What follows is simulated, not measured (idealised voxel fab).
process module | voxel quadruple lines
cross-section cut | 250 nm wide | cells 5 nm
A cross-section is a grid of square cells, given in bands from the top down. A band is one or more rows of cells.
Each band's line starts with the height of the band's top and of its bottom, in nm. Then come its materials from left to right, each with its width in nm. One material with "throughout" fills the band from edge to edge. "air" is empty space.
Height 0 is the level under which the wafer as received is all one material. The lowest band goes on downwards, as in "0 down".
A width such as "30 to 40" changes by the same amount from each row of cells to the next, from the band's top row to its bottom row.
"no change" after a step means that no cell of the cross-section changed.
closed voids: empty space of 8 cells or more with no open way to the top, each as width x height at its distance from the left edge, in nm
after a step's settings: what the simulator itself notes on the step
overlay nm, on a step with a mask: how far to the right of its planned place the mask lay; to the left if negative
plan
1 op RECEIVE | material Si
2 op CONFORMAL_DEP | material SiO2 | thk nm 5
3 op DIRECTIONAL_DEP | material W | thk nm 10
4 op DIRECTIONAL_DEP | material polySi | thk nm 20
5 op DIRECTIONAL_DEP | material aC | thk nm 25
6 op PATTERN | tone cover | mask id MANDREL | material resist | width nm 30 | pitch nm 80 | thk nm 30 | overlay nm 0
7 op DIRECTIONAL_ETCH | etch materials aC | depth nm 25
8 op STRIP | etch materials resist
9 op CONFORMAL_DEP | material SiO2 | thk nm 10
10 op DIRECTIONAL_ETCH | etch materials SiO2 | depth nm 10
11 op STRIP | etch materials aC
12 op DIRECTIONAL_ETCH | etch materials polySi | depth nm 20
13 op STRIP | etch materials SiO2
14 op CONFORMAL_DEP | material SiCN | thk nm 10
15 op DIRECTIONAL_ETCH | etch materials SiCN | depth nm 10
16 op STRIP | etch materials polySi
17 op DIRECTIONAL_ETCH | etch materials W | depth nm 10
18 op STRIP | etch materials SiCN
19 op FILL_DEP | material lowk | thk nm 5
20 op CMP | height nm 15
as received, after step 1
  0 down: Si throughout
  closed voids: none
first wafer at the end, as planned
  15 to 5: lowk 50 | W 10 | lowk 10 | W 10 | lowk 10 | W 10 | lowk 10 | W 10 | lowk 10 | W 10 | lowk 10 | W 10 | lowk 10 | W 10 | lowk 10 | W 10 | lowk 50
  5 to 0: SiO2 throughout
  0 down: Si throughout
  closed voids: none
second wafer at the end: like start, like plan, one mistake
  15 to 5: SiCN 50 | W 10 | SiCN 10 | W 10 | SiCN 10 | W 10 | SiCN 10 | W 10 | SiCN 10 | W 10 | SiCN 10 | W 10 | SiCN 10 | W 10 | SiCN 10 | W 10 | SiCN 50
  5 to 0: SiO2 throughout
  0 down: Si throughout
  closed voids: none
what went wrong: step 19 ran as: op FILL_DEP | material SiCN | thk nm 5
at the end the second wafer has, in cells: 68 more of SiCN | 68 fewer of lowk
